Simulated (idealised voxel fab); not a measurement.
Process module, titled voxel plated lines
For reference, the cross-section in this document is cut, with width 165 nm and square cells of 5 nm.
Cross-section layout: square cells on a grid; listed as bands, top to bottom; a band spans one or more cell rows.
Top height, bottom height, nm. Materials left to right, width each, nm. Single material + "edge to edge" = fills band edge to edge. "empty" = empty.
We count height from 0. Below that, the starting wafer is all one material. The lowest band never ends at the bottom but goes on down; see "0 and below" for how that is written.
The two numbers in a width such as "30 to 40" mark its ends across the band: the first belongs to the top row of cells, the second to the bottom row, and from each row to the next the width moves by the same amount.
Where the words "nothing different" appear for a step, the cross-section shows no cell changed by that step; every cell remained as before.
Entry "Voids lacking openings" = empty spaces >= 8 cells with no open way to the top; each as width x height at distance, distance from left edge, all nm.
Post-settings text on a step line: simulator's own remark regarding the step.
overlay nm: mask offset rightward from planned place, masked step; negative means leftward offset.

## Process steps - plan
1 RECEIVE,material Si
2 CONFORMAL_DEP,material Al2O3,thk nm 10
3 DIRECTIONAL_DEP,material TiN,thk nm 5
4 PATTERN,tone open,mask id LINES,material resist,width nm 15,pitch nm 40,thk nm 35,overlay nm 0
5 EPI,material Ru,thk nm 5
6 EPI,material Ru,thk nm 10
7 EPI,material Ru,thk nm 10
8 STRIP,etch materials resist
9 DIRECTIONAL_ETCH,etch materials TiN,depth nm 5
10 CONFORMAL_DEP,material SiO2,thk nm 10

## First wafer, two in total, run as planned

## Cross-section: wafer on arrival = after step 1
- 0 and below  Si edge to edge
- Voids lacking openings: none

## Cross-section of the wafer after step 2
- 10 down to 0  Al2O3 edge to edge
- Beneath the level 0, the cross-section is identical to its previous state.

## Cross-section of the wafer after step 3
- 15 down to 10  TiN edge to edge
- Beneath the level 10, the cross-section is identical to its previous state.

## Cross-section of the wafer after step 4
- 50 down to 15  35 nm resist, 15 nm empty, 25 nm resist, 15 nm empty, 25 nm resist, 15 nm empty, 35 nm resist
- Beneath the level 15, the cross-section is identical to its previous state.

## Cross-section of the wafer after step 5
- 50 down to 20  35 nm resist, 15 nm empty, 25 nm resist, 15 nm empty, 25 nm resist, 15 nm empty, 35 nm resist
- 20 down to 15  35 nm resist, 15 nm Ru, 25 nm resist, 15 nm Ru, 25 nm resist, 15 nm Ru, 35 nm resist
- Beneath the level 15, the cross-section is identical to its previous state.

## Cross-section of the wafer after step 6
- 50 down to 30  35 nm resist, 15 nm empty, 25 nm resist, 15 nm empty, 25 nm resist, 15 nm empty, 35 nm resist
- 30 down to 15  35 nm resist, 15 nm Ru, 25 nm resist, 15 nm Ru, 25 nm resist, 15 nm Ru, 35 nm resist
- Beneath the level 15, the cross-section is identical to its previous state.

## Cross-section of the wafer after step 7
- 50 down to 40  35 nm resist, 15 nm empty, 25 nm resist, 15 nm empty, 25 nm resist, 15 nm empty, 35 nm resist
- 40 down to 15  35 nm resist, 15 nm Ru, 25 nm resist, 15 nm Ru, 25 nm resist, 15 nm Ru, 35 nm resist
- Beneath the level 15, the cross-section is identical to its previous state.

## Cross-section of the wafer after step 8
- 40 down to 15  35 nm empty, 15 nm Ru, 25 nm empty, 15 nm Ru, 25 nm empty, 15 nm Ru, 35 nm empty
- Beneath the level 15, the cross-section is identical to its previous state.

## Cross-section of the wafer after step 9
- 40 down to 15  35 nm empty, 15 nm Ru, 25 nm empty, 15 nm Ru, 25 nm empty, 15 nm Ru, 35 nm empty
- 15 down to 10  35 nm empty, 15 nm TiN, 25 nm empty, 15 nm TiN, 25 nm empty, 15 nm TiN, 35 nm empty
- Beneath the level 10, the cross-section is identical to its previous state.

## Cross-section of the wafer after step 10
- 50 down to 40  25 nm empty, 35 nm SiO2, 5 nm empty, 35 nm SiO2, 5 nm empty, 35 nm SiO2, 25 nm empty
- 40 down to 20  25 nm empty, 10 nm SiO2, 15 nm Ru, 10 nm SiO2, 5 nm empty, 10 nm SiO2, 15 nm Ru, 10 nm SiO2, 5 nm empty, 10 nm SiO2, 15 nm Ru, 10 nm SiO2, 25 nm empty
- 20 down to 15  35 nm SiO2, 15 nm Ru, 25 nm SiO2, 15 nm Ru, 25 nm SiO2, 15 nm Ru, 35 nm SiO2
- 15 down to 10  35 nm SiO2, 15 nm TiN, 25 nm SiO2, 15 nm TiN, 25 nm SiO2, 15 nm TiN, 35 nm SiO2
- Beneath the level 10, the cross-section is identical to its previous state.

## The second wafer began exactly as the first did and followed the same plan, but one mistake was made while running it; through step 9 inclusive, the two wafers are identical

## The second wafer cut through, at the time step 10 was supposed to be finished
- 50 down to 40  25 nm empty, 35 nm TiN, 5 nm empty, 35 nm TiN, 5 nm empty, 35 nm TiN, 25 nm empty
- 40 down to 20  25 nm empty, 10 nm TiN, 15 nm Ru, 10 nm TiN, 5 nm empty, 10 nm TiN, 15 nm Ru, 10 nm TiN, 5 nm empty, 10 nm TiN, 15 nm Ru, 10 nm TiN, 25 nm empty
- 20 down to 15  35 nm TiN, 15 nm Ru, 25 nm TiN, 15 nm Ru, 25 nm TiN, 15 nm Ru, 35 nm TiN
- 15 down to 10  TiN edge to edge
- Beneath the level 10, the cross-section is identical to its previous state.
Want to know what went wrong? the process deviated at step 10: the operation and settings actually run there were CONFORMAL_DEP,material TiN,thk nm 10
It is noted that, at the conclusion of processing, the second wafer exhibits a higher or lower cell count for certain materials relative to the first: -138 SiO2 | +138 TiN
